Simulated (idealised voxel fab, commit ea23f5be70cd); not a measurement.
process module | voxel transistor to metal
cross-section cut | 205 nm wide | cells 5 nm
A cross-section is a grid of square cells, given in bands from the top down. A band is one or more rows of cells.
Each band's line starts with the height of the band's top and of its bottom, in nm. Then come its materials from left to right, each with its width in nm. One material with "throughout" fills the band from edge to edge. "air" is empty space.
Height 0 is the level under which the wafer as received is all one material. The lowest band goes on downwards, as in "0 down".
A width such as "30 to 40" changes by the same amount from each row of cells to the next, from the band's top row to its bottom row.
"no change" after a step means that no cell of the cross-section changed.
closed voids: empty space of 8 cells or more with no open way to the top, each as width x height at its distance from the left edge, in nm
after a step's settings: what the simulator itself notes on the step
overlay nm, on a step with a mask: how far to the right of its planned place the mask lay; to the left if negative
plan
1 op RECEIVE | material Si
2 op OXIDIZE | depth nm 5
3 op CONFORMAL_DEP | material SiN | thk nm 15
4 op PATTERN | tone cover | mask id ACTIVE | material resist | width nm 105 | thk nm 20 | overlay nm 0
5 op DIRECTIONAL_ETCH | etch materials SiN | depth nm 15
6 op DIRECTIONAL_ETCH | etch materials SiO2 | depth nm 5
7 op DIRECTIONAL_ETCH | etch materials Si | depth nm 35
8 op STRIP | etch materials resist
9 op FILL_DEP | material SiO2 | thk nm 10
10 op CMP | height nm 15
11 op SELECTIVE_ETCH | etch materials SiO2 | depth nm 15
12 op STRIP | etch materials SiN
13 op SELECTIVE_ETCH | etch materials SiO2 | depth nm 5
14 op OXIDIZE | depth nm 5
15 op DIRECTIONAL_DEP | material polySi | thk nm 20
16 op DIRECTIONAL_DEP | material SiCN | thk nm 15
17 op MASKED_ETCH | tone cover | mask id GATE | width nm 35 | etch materials SiCN | depth nm 25 | overlay nm 0
18 op MASKED_ETCH | tone cover | mask id GATE | width nm 35 | etch materials polySi | depth nm 30 | overlay nm 0
19 op CONFORMAL_DEP | material SiN | thk nm 10
20 op DIRECTIONAL_ETCH | etch materials SiN | depth nm 10
21 op DIRECTIONAL_ETCH | etch materials SiO2 | depth nm 5
22 op DIRECTIONAL_ETCH | etch materials Si | depth nm 10
23 op EPI | material SiGe | thk nm 10
24 op FILL_DEP | material SiO2 | thk nm 5
25 op CMP | height nm 15
26 op STRIP | etch materials polySi
27 op SELECTIVE_ETCH | etch materials SiO2 | depth nm 5
28 op CONFORMAL_DEP | material HfO2 | thk nm 5
29 op CONFORMAL_DEP | material TiN | thk nm 5
30 op FILL_DEP | material W | thk nm 5
31 op CMP | height nm 10
32 op DIRECTIONAL_DEP | material SiO2 | thk nm 10
33 op MASKED_ETCH | tone open | mask id CONTACT | width nm 15 | pitch nm 80 | etch materials SiO2 | depth nm 30 | overlay nm 0
34 op CONFORMAL_DEP | material TiN | thk nm 5
35 op FILL_DEP | material W | thk nm 10
36 op CMP | height nm 20
37 op CONFORMAL_DEP | material SiCN | thk nm 5
38 op DIRECTIONAL_DEP | material SiO2 | thk nm 20
39 op DIRECTIONAL_DEP | material aC | thk nm 15
40 op PATTERN | tone open | mask id METAL_1 | material resist | width nm 15 | pitch nm 80 | thk nm 30 | overlay nm 0
41 op DIRECTIONAL_ETCH | etch materials aC | depth nm 15
42 op STRIP | etch materials resist
43 op DIRECTIONAL_ETCH | etch materials SiO2 | depth nm 20
44 op DIRECTIONAL_ETCH | etch materials SiCN | depth nm 5
45 op STRIP | etch materials aC
46 op CONFORMAL_DEP | material TiN | thk nm 5
47 op FILL_DEP | material W | thk nm 5
48 op CMP | height nm 45
49 op EPI | material Ru | thk nm 5
50 op FILL_DEP | material SiCN | thk nm 5
51 op DIRECTIONAL_DEP | material SiO2 | thk nm 25
52 op DIRECTIONAL_DEP | material aC | thk nm 15
53 op PATTERN | tone open | mask id METAL_2 | material resist | width nm 15 | pitch nm 80 | thk nm 35 | overlay nm 0
54 op DIRECTIONAL_ETCH | etch materials aC | depth nm 15
55 op STRIP | etch materials resist
56 op DIRECTIONAL_ETCH | etch materials SiO2 | depth nm 15
57 op STRIP | etch materials aC
58 op PATTERN | tone open | mask id METAL_2_HOLES | material resist | width nm 15 | pitch nm 80 | thk nm 20 | overlay nm 0
59 op DIRECTIONAL_ETCH | etch materials SiO2 | depth nm 10
60 op DIRECTIONAL_ETCH | etch materials SiCN | depth nm 5
61 op STRIP | etch materials resist
62 op CONFORMAL_DEP | material TiN | thk nm 5
63 op FILL_DEP | material Ru | thk nm 5
64 op CMP | height nm 80
65 op CONFORMAL_DEP | material SiCN | thk nm 5
as received, after step 1
  0 down: Si throughout
  closed voids: none
first wafer at the end, as planned
  85 to 80: SiCN throughout
  80 to 55: SiO2 55 | TiN 5 | Ru 5 | TiN 5 | SiO2 65 | TiN 5 | Ru 5 | TiN 5 | SiO2 55
  55 to 50: SiCN 55 | TiN 15 | SiCN 65 | TiN 15 | SiCN 55
  50 to 45: SiCN 50 | Ru 25 | SiCN 55 | Ru 25 | SiCN 50
  45 to 25: SiO2 55 | TiN 5 | W 5 | TiN 5 | SiO2 65 | TiN 5 | W 5 | TiN 5 | SiO2 55
  25 to 20: SiCN 55 | TiN 15 | SiCN 65 | TiN 15 | SiCN 55
  20 to 10: SiO2 55 | TiN 5 | W 5 | TiN 5 | SiO2 65 | TiN 5 | W 5 | TiN 5 | SiO2 55
  10 to 5: SiO2 55 | TiN 5 | W 5 | TiN 5 | SiO2 5 | SiN 10 | HfO2 5 | TiN 5 | W 15 | TiN 5 | HfO2 5 | SiN 10 | SiO2 5 | TiN 5 | W 5 | TiN 5 | SiO2 55
  5 to 0: SiO2 55 | TiN 15 | SiO2 5 | SiN 10 | HfO2 5 | TiN 5 | W 15 | TiN 5 | HfO2 5 | SiN 10 | SiO2 5 | TiN 15 | SiO2 55
  0 to -5: SiO2 55 | TiN 10 | SiGe 10 | SiN 10 | HfO2 5 | TiN 25 | HfO2 5 | SiN 10 | SiGe 10 | TiN 10 | SiO2 55
  -5 to -10: SiO2 55 | TiN 10 | SiGe 10 | SiO2 5 | HfO2 45 | SiO2 5 | SiGe 10 | TiN 10 | SiO2 55
  -10 to -20: SiO2 50 | SiGe 25 | Si 55 | SiGe 25 | SiO2 50
  -20 to -40: SiO2 50 | Si 105 | SiO2 50
  -40 down: Si throughout
  closed voids: none
second wafer at the end: like start, like plan, one mistake
  85 to 80: SiCN throughout
  80 to 55: SiO2 55 | TiN 5 | Ru 5 | TiN 5 | SiO2 65 | TiN 5 | Ru 5 | TiN 5 | SiO2 55
  55 to 50: SiCN 55 | TiN 15 | SiCN 65 | TiN 15 | SiCN 55
  50 to 45: SiCN 50 | Ru 25 | SiCN 55 | Ru 25 | SiCN 50
  45 to 25: SiO2 55 | TiN 5 | W 5 | TiN 5 | SiO2 65 | TiN 5 | W 5 | TiN 5 | SiO2 55
  25 to 20: SiCN 55 | TiN 15 | SiCN 65 | TiN 15 | SiCN 55
  20 to 15: SiO2 65 | TiN 5 | W 5 | TiN 5 | SiO2 65 | TiN 5 | W 5 | TiN 5 | SiO2 45
  15 to 10: SiO2 65 | TiN 15 | SiO2 65 | TiN 5 | W 5 | TiN 5 | SiO2 45
  10 to 0: SiO2 65 | TiN 10 | SiN 10 | HfO2 5 | TiN 5 | W 15 | TiN 5 | HfO2 5 | SiN 10 | SiO2 15 | TiN 5 | W 5 | TiN 5 | SiO2 45
  0 to -5: SiO2 65 | SiGe 10 | SiN 10 | HfO2 5 | TiN 25 | HfO2 5 | SiN 10 | SiGe 10 | SiO2 5 | TiN 5 | W 5 | TiN 5 | SiO2 45
  -5 to -10: SiO2 65 | SiGe 10 | SiO2 5 | HfO2 45 | SiO2 5 | SiGe 10 | SiO2 5 | TiN 15 | SiO2 45
  -10 to -20: SiO2 50 | SiGe 25 | Si 55 | SiGe 25 | SiO2 50
  -20 to -40: SiO2 50 | Si 105 | SiO2 50
  -40 down: Si throughout
  closed voids: none
what went wrong: step 33 ran as: op MASKED_ETCH | tone open | mask id CONTACT | width nm 15 | pitch nm 80 | etch materials SiO2 | depth nm 30 | overlay nm 10
at the end the second wafer has, in cells: 4 more of SiO2 | 4 fewer of TiN
